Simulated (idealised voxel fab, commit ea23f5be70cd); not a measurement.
process module | voxel capacitor over wiring
cross-section cut | 300 nm wide | cells 5 nm
A cross-section is a grid of square cells, given in bands from the top down. A band is one or more rows of cells.
Each band's line starts with the height of the band's top and of its bottom, in nm. Then come its materials from left to right, each with its width in nm. One material with "throughout" fills the band from edge to edge. "air" is empty space.
Height 0 is the level under which the wafer as received is all one material. The lowest band goes on downwards, as in "0 down".
A width such as "30 to 40" changes by the same amount from each row of cells to the next, from the band's top row to its bottom row.
"no change" after a step means that no cell of the cross-section changed.
closed voids: empty space of 8 cells or more with no open way to the top, each as width x height at its distance from the left edge, in nm
after a step's settings: what the simulator itself notes on the step
overlay nm, on a step with a mask: how far to the right of its planned place the mask lay; to the left if negative
plan
1 op RECEIVE | material Si
2 op CONFORMAL_DEP | material SiO2 | thk nm 15
3 op DIRECTIONAL_DEP | material TiN | thk nm 5
4 op DIRECTIONAL_DEP | material W | thk nm 20
5 op PATTERN | tone cover | mask id METAL_1 | material resist | width nm 25 | pitch nm 75 | thk nm 20 | overlay nm 0
6 op DIRECTIONAL_ETCH | etch materials W | depth nm 20
7 op DIRECTIONAL_ETCH | etch materials TiN | depth nm 5
8 op STRIP | etch materials resist
9 op CONFORMAL_DEP | material SiN | thk nm 5
10 op FILL_DEP | material lowk | thk nm 10
11 op CMP | height nm 40
12 op CONFORMAL_DEP | material SiCN | thk nm 5
13 op DIRECTIONAL_DEP | material SiO2 | thk nm 20
14 op MASKED_ETCH | tone open | mask id PLUG_1 | width nm 15 | etch materials SiO2 | depth nm 20 | overlay nm 0
15 op MASKED_ETCH | tone open | mask id PLUG_1 | width nm 15 | etch materials SiCN | depth nm 5 | overlay nm 0
16 op EPI | material Ru | thk nm 10
17 op EPI | material Ru | thk nm 10
18 op EPI | material Ru | thk nm 5
19 op DIRECTIONAL_DEP | material TiN | thk nm 10
20 op DIRECTIONAL_DEP | material HfO2 | thk nm 5
21 op DIRECTIONAL_DEP | material TiN | thk nm 10
22 op MASKED_ETCH | tone cover | mask id UPPER_PLATE | width nm 55 | etch materials TiN | depth nm 10 | overlay nm 0
23 op MASKED_ETCH | tone cover | mask id UPPER_PLATE | width nm 55 | etch materials HfO2 | depth nm 5 | overlay nm 0
24 op DIRECTIONAL_DEP | material aC | thk nm 15
25 op PATTERN | tone cover | mask id LOWER_PLATE | material resist | width nm 65 | thk nm 35 | overlay nm 0
26 op DIRECTIONAL_ETCH | etch materials aC | depth nm 15
27 op STRIP | etch materials resist
28 op DIRECTIONAL_ETCH | etch materials TiN | depth nm 10
29 op STRIP | etch materials aC
30 op FILL_DEP | material SiO2 | thk nm 20
31 op CMP | height nm 105
32 op DIRECTIONAL_DEP | material aC | thk nm 10
33 op PATTERN | tone open | mask id PLUG_2 | material resist | width nm 15 | thk nm 25 | overlay nm 0
34 op DIRECTIONAL_ETCH | etch materials aC | depth nm 10
35 op STRIP | etch materials resist
36 op DIRECTIONAL_ETCH | etch materials SiO2 | depth nm 15
37 op STRIP | etch materials aC
38 op CONFORMAL_DEP | material TiN | thk nm 5
39 op FILL_DEP | material W | thk nm 5
40 op CMP | height nm 105
41 op CONFORMAL_DEP | material SiCN | thk nm 5
as received, after step 1
  0 down: Si throughout
  closed voids: none
a wafer at the end: this start, this plan, one mistake
  110 to 105: SiCN throughout
  105 to 95: SiO2 120 | TiN 5 | W 5 | TiN 5 | SiO2 165
  95 to 90: SiO2 120 | TiN 15 | SiO2 165
  90 to 80: SiO2 110 | TiN 55 | SiO2 135
  80 to 75: SiO2 110 | HfO2 55 | SiO2 135
  75 to 65: SiO2 105 | TiN 65 | SiO2 130
  65 to 45: SiO2 110 | Ru 15 | SiO2 175
  45 to 40: SiCN 110 | Ru 15 | SiCN 175
  40 to 20: SiN 100 | W 25 | SiN 50 | W 25 | SiN 100
  20 to 15: SiN 100 | TiN 25 | SiN 50 | TiN 25 | SiN 100
  15 to 0: SiO2 throughout
  0 down: Si throughout
  closed voids: none
what went wrong: step 10 ran as: op FILL_DEP | material SiN | thk nm 10
